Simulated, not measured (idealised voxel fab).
process module | voxel wiring stack
This is section cut - it's 255 nm across, gridded in 5 nm square cells.
In this document a cross-section is written as a grid of square cells. It is given as a series of bands, listed from the top down, and a band is one or more rows of cells.
Quick guide to a band line: top height, bottom height (nm) up front; then every material left to right with its width in nm. Only one material and it's marked "edge to edge"? Then it fills the band edge to edge. And "air" just means empty space.
Heights from 0 (as-received wafer is one material below). Bottom band endless downward, as "0 nm and below".
Graded width ("30->40"): value in top row of band = first number; value in bottom row = second number; row-to-row change constant.
"no modifications" -> step changed no cross-section cell.
"Fully closed voids" means: voids of 8 cells or more that are shut off from the top with no open way through. Written width x height at distance, distance from the left edge, in nm.
Formally, on a step line, whatever follows the settings is a remark that the simulator itself makes on the step.
overlay nm: mask offset rightward from planned place, masked step; negative means leftward offset.

So here's the lineup of process steps we planned:
step 1: op RECEIVE | material Si
step 2: op CONFORMAL_DEP | material SiO2 | thk nm 5
step 3: op CONFORMAL_DEP | material SiN | thk nm 5
step 4: op DIRECTIONAL_DEP | material lowk | thk nm 25
step 5: op MASKED_ETCH | tone open | mask id METAL_1 | width nm 30 | pitch nm 50 | etch materials lowk | depth nm 25 | overlay nm 0
step 6: op MASKED_ETCH | tone open | mask id METAL_1 | width nm 30 | pitch nm 50 | etch materials SiN | depth nm 5 | overlay nm 0
step 7: op CONFORMAL_DEP | material TiN | thk nm 5
step 8: op FILL_DEP | material Cu | thk nm 10
step 9: op CMP | height nm 45
step 10: op CONFORMAL_DEP | material SiCN | thk nm 5
step 11: op DIRECTIONAL_DEP | material SiO2 | thk nm 25
step 12: op MASKED_ETCH | tone open | mask id METAL_2_HOLES | width nm 15 | pitch nm 50 | etch materials SiO2 | depth nm 25 | overlay nm 0
step 13: op MASKED_ETCH | tone open | mask id METAL_2 | width nm 30 | pitch nm 50 | etch materials SiO2 | depth nm 15 | overlay nm 0
step 14: op MASKED_ETCH | tone open | mask id METAL_2 | width nm 30 | pitch nm 50 | etch materials SiCN | depth nm 5 | overlay nm 0
step 15: op CONFORMAL_DEP | material TiN | thk nm 5
step 16: op FILL_DEP | material Cu | thk nm 10
step 17: op CMP | height nm 75
step 18: op CONFORMAL_DEP | material SiCN | thk nm 5
step 19: op DIRECTIONAL_DEP | material lowk | thk nm 30
step 20: op MASKED_ETCH | tone open | mask id METAL_3 | width nm 30 | pitch nm 50 | etch materials lowk | depth nm 15 | overlay nm 0
step 21: op MASKED_ETCH | tone open | mask id METAL_3_HOLES | width nm 15 | pitch nm 50 | etch materials lowk | depth nm 15 | overlay nm 0
step 22: op MASKED_ETCH | tone open | mask id METAL_3_HOLES | width nm 15 | pitch nm 50 | etch materials SiCN | depth nm 5 | overlay nm 0
step 23: op CONFORMAL_DEP | material TiN | thk nm 5
step 24: op FILL_DEP | material Cu | thk nm 5
step 25: op CMP | height nm 110
step 26: op CONFORMAL_DEP | material SiN | thk nm 5
What sets these wafers apart? The thk nm at step 2. They all start alike, and the plan carries the first wafer's value.

The as-received cross-section of the first of several wafers corresponds to the state after step 1:
* 0 nm and below  Si edge to edge
* Fully closed voids: none

Where each wafer stands at the end of the module, a row apiece: cells of each material gained (+) or lost (-) since it was received, then closed voids:
thk nm 5, +239 Cu, +78 SiCN, +78 SiN, +210 SiO2, +235 TiN, +333 lowk, Fully closed voids: none
thk nm 10, +188 Cu, +78 SiCN, +78 SiN, +261 SiO2, +235 TiN, +333 lowk, Fully closed voids: none
thk nm 15, +172 Cu, +78 SiCN, +78 SiN, +312 SiO2, +200 TiN, +333 lowk, Fully closed voids: none
thk nm 20, +156 Cu, +78 SiCN, +78 SiN, +363 SiO2, +192 TiN, +306 lowk, Fully closed voids: none
thk nm 25, +140 Cu, +78 SiCN, +78 SiN, +414 SiO2, +184 TiN, +279 lowk, Fully closed voids: none
thk nm 30, +124 Cu, +78 SiCN, +78 SiN, +465 SiO2, +176 TiN, +252 lowk, Fully closed voids: none
